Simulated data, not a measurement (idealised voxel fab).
process module | voxel gate over fins
cross-section cut | 275 nm wide | cells 5 nm
A cross-section is a grid of square cells, given in bands from the top down. A band is one or more rows of cells.
Each band's line starts with the height of the band's top and of its bottom, in nm. Then come its materials from left to right, each with its width in nm. One material with "throughout" fills the band from edge to edge. "air" is empty space.
Height 0 is the level under which the wafer as received is all one material. The lowest band goes on downwards, as in "0 down".
A width such as "30 to 40" changes by the same amount from each row of cells to the next, from the band's top row to its bottom row.
"no change" after a step means that no cell of the cross-section changed.
closed voids: empty space of 8 cells or more with no open way to the top, each as width x height at its distance from the left edge, in nm
after a step's settings: what the simulator itself notes on the step
overlay nm, on a step with a mask: how far to the right of its planned place the mask lay; to the left if negative
plan
1 op RECEIVE | material Si
2 op CONFORMAL_DEP | material SiN | thk nm 10
3 op MASKED_ETCH | tone cover | mask id FINS | width nm 15 | pitch nm 40 | etch materials SiN | depth nm 10 | overlay nm 0
4 op MASKED_ETCH | tone cover | mask id FINS | width nm 15 | pitch nm 40 | etch materials Si | depth nm 30 | overlay nm 0
5 op OXIDIZE | depth nm 5
6 op FILL_DEP | material SiO2 | thk nm 10
7 op CMP | height nm 10
8 op SELECTIVE_ETCH | etch materials SiO2 | depth nm 25
9 op STRIP | etch materials SiN
10 op CONFORMAL_DEP | material HfO2 | thk nm 5
11 op CONFORMAL_DEP | material TiN | thk nm 5
12 op FILL_DEP | material W | thk nm 10
13 op CMP | height nm 15
14 op CONFORMAL_DEP | material SiCN | thk nm 10
as received, after step 1
  0 down: Si throughout
  closed voids: none
first wafer at the end, as planned
  25 to 15: SiCN throughout
  15 to 10: W throughout
  10 to 5: W 105 | TiN 25 | W 15 | TiN 25 | W 105
  5 to 0: W 105 | TiN 5 | HfO2 15 | TiN 5 | W 15 | TiN 5 | HfO2 15 | TiN 5 | W 105
  0 to -5: W 105 | TiN 5 | HfO2 5 | Si 5 | HfO2 5 | TiN 5 | W 15 | TiN 5 | HfO2 5 | Si 5 | HfO2 5 | TiN 5 | W 105
  -5 to -10: TiN 110 | HfO2 5 | Si 5 | HfO2 5 | TiN 25 | HfO2 5 | Si 5 | HfO2 5 | TiN 110
  -10 to -15: HfO2 115 | Si 5 | HfO2 35 | Si 5 | HfO2 115
  -15 to -35: SiO2 115 | Si 5 | SiO2 35 | Si 5 | SiO2 115
  -35 down: Si throughout
  closed voids: none
second wafer at the end: like start, like plan, one mistake
  25 to 15: SiCN throughout
  15 to 5: W throughout
  5 to 0: W 110 | TiN 15 | W 25 | TiN 15 | W 110
  0 to -10: W 110 | TiN 5 | Si 5 | TiN 5 | W 25 | TiN 5 | Si 5 | TiN 5 | W 110
  -10 to -15: TiN 115 | Si 5 | TiN 35 | Si 5 | TiN 115
  -15 to -35: SiO2 115 | Si 5 | SiO2 35 | Si 5 | SiO2 115
  -35 down: Si throughout
  closed voids: none
what went wrong: step 10 was left out
at the end the second wafer has, in cells: 67 fewer of HfO2 | 67 more of W
